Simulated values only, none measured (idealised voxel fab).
The following process module bears the name voxel self aligned vias.
The width of the displayed cross-section, cut, is 290 nm; its cells are square, with a size of 5 nm.
Reading order for cross-sections: top band down to bottom band. Underlying form: a grid of square cells. Band size: one or more rows of cells. Band: top height; bottom height; in nm. Then, left to right: material with width in nm, for each material. "edge to edge": a single material spanning edge to edge. "blank": empty space. Height datum 0, below which the as-received substrate wafer is one material. Lowest band open at the bottom, running downward: "0..down". It should be noted that a width expressed as "30..40" varies in equal increments from row to row of cells within the band, taking the value of the first number at the top row and that of the second number at the bottom row. The designation "no modification", where it is given for a processing step, indicates that no cell of the cross-section was altered in the course of that step. Entry "Enclosed empty spaces". Content: empty spaces with no open connection to the top, size 8 cells or greater. Each: width x height at distance. Distance: from left edge. Unit: nm. It should be noted that, on the line of a given step, the content following the step's settings is a remark produced by the simulator itself with respect to that step. overlay nm: for a step with a mask, the amount by which the mask lay right of where it was planned; a negative amount means left of it.
### Listed below are the process steps as planned
1. RECEIVE (material Si)
2. CONFORMAL_DEP (material SiO2; thk nm 15)
3. CONFORMAL_DEP (material SiCN; thk nm 5)
4. DIRECTIONAL_DEP (material lowk; thk nm 20)
5. DIRECTIONAL_DEP (material aC; thk nm 15)
6. PATTERN (tone open; mask id LINES; material resist; width nm 30; pitch nm 75; thk nm 35; overlay nm 0)
7. DIRECTIONAL_ETCH (etch materials aC; depth nm 15)
8. STRIP (etch materials resist)
9. DIRECTIONAL_ETCH (etch materials lowk; depth nm 20)
10. STRIP (etch materials aC)
11. CONFORMAL_DEP (material TiN; thk nm 5)
12. FILL_DEP (material W; thk nm 5)
13. CMP (height nm 40)
14. SELECTIVE_ETCH (etch materials W Ru TiN; depth nm 10)
15. FILL_DEP (material SiN; thk nm 5)
16. CMP (height nm 40)
17. DIRECTIONAL_DEP (material lowk; thk nm 15)
18. MASKED_ETCH (tone open; mask id VIAS; width nm 50; pitch nm 75; etch materials lowk; depth nm 15; overlay nm 0)
19. MASKED_ETCH (tone open; mask id VIAS; width nm 50; pitch nm 75; etch materials SiN; depth nm 10; overlay nm 0)
20. CONFORMAL_DEP (material TiN; thk nm 5)
21. FILL_DEP (material Ru; thk nm 10)
22. CMP (height nm 55)
23. CONFORMAL_DEP (material SiCN; thk nm 5)
### Incoming wafer, cross-sectional view, post step 1
> 0..down: Si edge to edge
> Enclosed empty spaces: none
### Below is the wafer in cross-section after the module was completed. It began from the starting point shown above and followed the plan shown above, except that one mistake was made while running it
> 60..55: SiCN edge to edge
> 55..35: lowk 45; TiN 5; Ru 40; TiN 5; lowk 25; TiN 5; Ru 40; TiN 5; lowk 25; TiN 5; Ru 40; TiN 5; lowk 45
> 35..30: lowk 45; TiN 50; lowk 25; TiN 50; lowk 25; TiN 50; lowk 45
> 30..25: lowk 45; TiN 15; W 20; TiN 15; lowk 25; TiN 15; W 20; TiN 15; lowk 25; TiN 15; W 20; TiN 15; lowk 45
> 25..20: lowk 55; TiN 30; lowk 45; TiN 30; lowk 45; TiN 30; lowk 55
> 20..15: SiCN edge to edge
> 15..0: SiO2 edge to edge
> 0..down: Si edge to edge
> Enclosed empty spaces: none
Heads up, the wafer didn't run the way we planned it: plan step 18 was twice executed
